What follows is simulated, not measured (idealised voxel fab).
Process module name: voxel lift off
It is cross-section cut that appears here, measuring 290 nm in width, its square cells being 5 nm in size.
How to read a cross-section here: the picture is a grid of square cells, written as bands going from the top down, and any band can span one or more rows of cells.
A band entry consists of two parts. The first gives the height of the band's top and the height of its bottom, in nm. The rest lists the band's materials from left to right, each with its width in nm. A single material labelled with the word "throughout" fills the band from edge to edge, and the word "air" marks empty space.
Ref level 0: as-received wafer is one material below here. Bottom band extends down with no lower bound ("0 nm and below").
Top row gets the first number, bottom row gets the second, and each row in between changes by the same step: that is how a band width like "30 to 40" works.
Where the words "no alteration" appear for a step, the cross-section shows no cell changed by that step; every cell remained as before.
Basically, "Unvented internal voids" tells you about the enclosed voids: empty spaces with no open way to the top, 8 cells or bigger, each written width x height at distance, where distance is from the left edge, all in nm.
Past the settings on a step's line: simulator remark, on that step.
The optional step-line setting "overlay nm" applies to steps with a mask and quantifies how far to the right of its planned location the mask lay, a negative value indicating leftward placement.
**Planned process steps**
1,RECEIVE [material Si]
2,CONFORMAL_DEP [material SiO2] [thk nm 10]
3,PATTERN [tone open] [mask id LINES] [material resist] [width nm 20] [pitch nm 35] [thk nm 20] [overlay nm 0]
4,DIRECTIONAL_DEP [material Ru] [thk nm 10]
5,STRIP [etch materials resist]
6,CONFORMAL_DEP [material SiCN] [thk nm 5]
**As-received state of the wafer in cross-section, equivalent to post-step 1**
* 0 nm and below | Si throughout
* Unvented internal voids: none
**Sectioned view, first of two wafers, at the close of the module, processed as intended in the plan**
* 25 nm to 20 nm | air (75), then SiCN (30), then air (5), then SiCN (30), then air (5), then SiCN (30), then air (5), then SiCN (30), then air (80)
* 20 nm to 15 nm | air (75), then SiCN (5), then Ru (20), then SiCN (5), then air (5), then SiCN (5), then Ru (20), then SiCN (5), then air (5), then SiCN (5), then Ru (20), then SiCN (5), then air (5), then SiCN (5), then Ru (20), then SiCN (5), then air (80)
* 15 nm to 10 nm | SiCN (80), then Ru (20), then SiCN (15), then Ru (20), then SiCN (15), then Ru (20), then SiCN (15), then Ru (20), then SiCN (85)
* 10 nm to 0 nm | SiO2 throughout
* 0 nm and below | Si throughout
* Unvented internal voids: none
**So this is wafer number two of the two, cut at the end of the module - it started where the first did and had the same plan, we just got one thing wrong running it**
* 35 nm to 25 nm | air (65), then SiCN (155), then air (70)
* 25 nm to 20 nm | SiCN throughout
* 20 nm to 10 nm | SiCN (80), then Ru (20), then SiCN (15), then Ru (20), then SiCN (15), then Ru (20), then SiCN (15), then Ru (20), then SiCN (85)
* 10 nm to 0 nm | SiO2 throughout
* 0 nm and below | Si throughout
* Unvented internal voids: none
Short version of what went wrong: rather than as planned, step 6 actually ran as CONFORMAL_DEP [material SiCN] [thk nm 15]
End of process, cell counts, second wafer against first, materials with more or fewer: SiCN +130
